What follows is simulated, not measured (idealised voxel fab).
The process module that follows is named voxel capacitor over wiring.
The figure presents cross-section cut, which has a width of 245 nm and is divided into square cells with an edge length of 5 nm.
A cross-section is written here as square cells arranged in a grid, and it is given in bands from the top down, each band taking up one or more rows of cells.
It is stipulated that each band's entry specify, in nanometres, the height of the top of the band and then that of its bottom, followed by the materials of the band in left-to-right sequence, each together with its width in nanometres. A single material marked by the word "throughout" is understood to fill the band from edge to edge; the word "blank" is understood to denote empty space.
Convention: height 0 is the level below which the wafer, as received, is all one material. The lowest band does not terminate at the bottom but continues downward, represented as "0 -> down".
The notation "30..40" denotes a width that varies across the rows of cells in the band, beginning at the first number in the top row, finishing at the second number in the bottom row, and changing by an identical amount from each row to the next.
The cross-section has no changed cell in any step marked "nothing different".
"Enclosed internal voids" enumerates empty spaces isolated from the top, with no open way to it, that contain at least 8 cells, giving each as width x height at distance from the left edge, all three in nm.
On each step's line, the part that comes after the settings is the simulator's own comment on the step.
overlay nm: on a step with a mask, how far right of its planned place the mask lay; negative means left.

## Process steps (planned)
1 RECEIVE, material Si
2 CONFORMAL_DEP, material SiO2, thk nm 15
3 DIRECTIONAL_DEP, material TiN, thk nm 5
4 DIRECTIONAL_DEP, material W, thk nm 20
5 DIRECTIONAL_DEP, material aC, thk nm 15
6 PATTERN, tone cover, mask id METAL_1, material resist, width nm 30, pitch nm 90, thk nm 35, overlay nm 0
7 DIRECTIONAL_ETCH, etch materials aC, depth nm 15
8 STRIP, etch materials resist
9 DIRECTIONAL_ETCH, etch materials W, depth nm 20
10 DIRECTIONAL_ETCH, etch materials TiN, depth nm 5
11 STRIP, etch materials aC
12 FILL_DEP, material lowk, thk nm 5
13 CMP, height nm 40
14 CONFORMAL_DEP, material SiCN, thk nm 5
15 DIRECTIONAL_DEP, material lowk, thk nm 10
16 DIRECTIONAL_DEP, material aC, thk nm 10
17 PATTERN, tone open, mask id PLUG_1, material resist, width nm 15, thk nm 25, overlay nm 0
18 DIRECTIONAL_ETCH, etch materials aC, depth nm 10
19 STRIP, etch materials resist
20 DIRECTIONAL_ETCH, etch materials lowk, depth nm 10
21 DIRECTIONAL_ETCH, etch materials SiCN, depth nm 5
22 STRIP, etch materials aC
23 EPI, material Ru, thk nm 10
24 EPI, material Ru, thk nm 5
25 DIRECTIONAL_DEP, material TiN, thk nm 5
26 DIRECTIONAL_DEP, material Al2O3, thk nm 5
27 DIRECTIONAL_DEP, material TiN, thk nm 5
28 PATTERN, tone cover, mask id UPPER_PLATE, material resist, width nm 65, thk nm 15, overlay nm 0
29 DIRECTIONAL_ETCH, etch materials TiN, depth nm 5
30 DIRECTIONAL_ETCH, etch materials Al2O3, depth nm 5
31 STRIP, etch materials resist
32 DIRECTIONAL_DEP, material aC, thk nm 10
33 PATTERN, tone cover, mask id LOWER_PLATE, material resist, width nm 75, thk nm 30, overlay nm 0
34 DIRECTIONAL_ETCH, etch materials aC, depth nm 10
35 STRIP, etch materials resist
36 DIRECTIONAL_ETCH, etch materials TiN, depth nm 5
37 STRIP, etch materials aC
38 FILL_DEP, material SiO2, thk nm 15
39 CMP, height nm 80
40 PATTERN, tone open, mask id PLUG_2, material resist, width nm 15, thk nm 15, overlay nm 0
41 DIRECTIONAL_ETCH, etch materials SiO2, depth nm 10
42 STRIP, etch materials resist
43 CONFORMAL_DEP, material TiN, thk nm 5
44 FILL_DEP, material Cu, thk nm 10
45 CMP, height nm 80
46 CONFORMAL_DEP, material SiN, thk nm 5

## Incoming wafer, cross-sectional view, post step 1
  0 -> down = Si throughout
  Enclosed internal voids: none

## As-planned run: cross-section of the first of two wafers at end of module
  85 -> 80 = SiN throughout
  80 -> 75 = 85 of SiO2 | 5 of TiN | 5 of Cu | 5 of TiN | 145 of SiO2
  75 -> 65 = 85..75 of SiO2 | 15..65 of TiN | 145..105 of SiO2
  65 -> 60 = 75 of SiO2 | 65 of Al2O3 | 105 of SiO2
  60 -> 55 = 70 of SiO2 | 75 of TiN | 100 of SiO2
  55 -> 45 = 75 of lowk | 15 of Ru | 155 of lowk
  45 -> 40 = 75 of SiCN | 15 of Ru | 155 of SiCN
  40 -> 20 = 60 of lowk | 30 of W | 60 of lowk | 30 of W | 65 of lowk
  20 -> 15 = 60 of lowk | 30 of TiN | 60 of lowk | 30 of TiN | 65 of lowk
  15 -> 0 = SiO2 throughout
  0 -> down = Si throughout
  Enclosed internal voids: none

## Presented here is a cross-section of the second of the two wafers as it stood at the end of the module. It was started in the same manner and assigned the same plan as the first wafer; however, one mistake was made in its execution
  85 -> 80 = SiN throughout
  80 -> 75 = 85 of SiO2 | 5 of aC | 5 of Cu | 5 of aC | 145 of SiO2
  75 -> 70 = 85 of SiO2 | 15 of aC | 145 of SiO2
  70 -> 65 = 75 of SiO2 | 65 of TiN | 105 of SiO2
  65 -> 60 = 75 of SiO2 | 65 of Al2O3 | 105 of SiO2
  60 -> 55 = 70 of SiO2 | 75 of TiN | 100 of SiO2
  55 -> 45 = 75 of lowk | 15 of Ru | 155 of lowk
  45 -> 40 = 75 of SiCN | 15 of Ru | 155 of SiCN
  40 -> 20 = 60 of lowk | 30 of W | 60 of lowk | 30 of W | 65 of lowk
  20 -> 15 = 60 of lowk | 30 of TiN | 60 of lowk | 30 of TiN | 65 of lowk
  15 -> 0 = SiO2 throughout
  0 -> down = Si throughout
  Enclosed internal voids: none
The plan and the run diverged here: for step 43, the planned setting was not used; the step was instead run as CONFORMAL_DEP, material aC, thk nm 5
Final cells, second wafer relative to first, materials higher or lower: -5 TiN, +5 aC
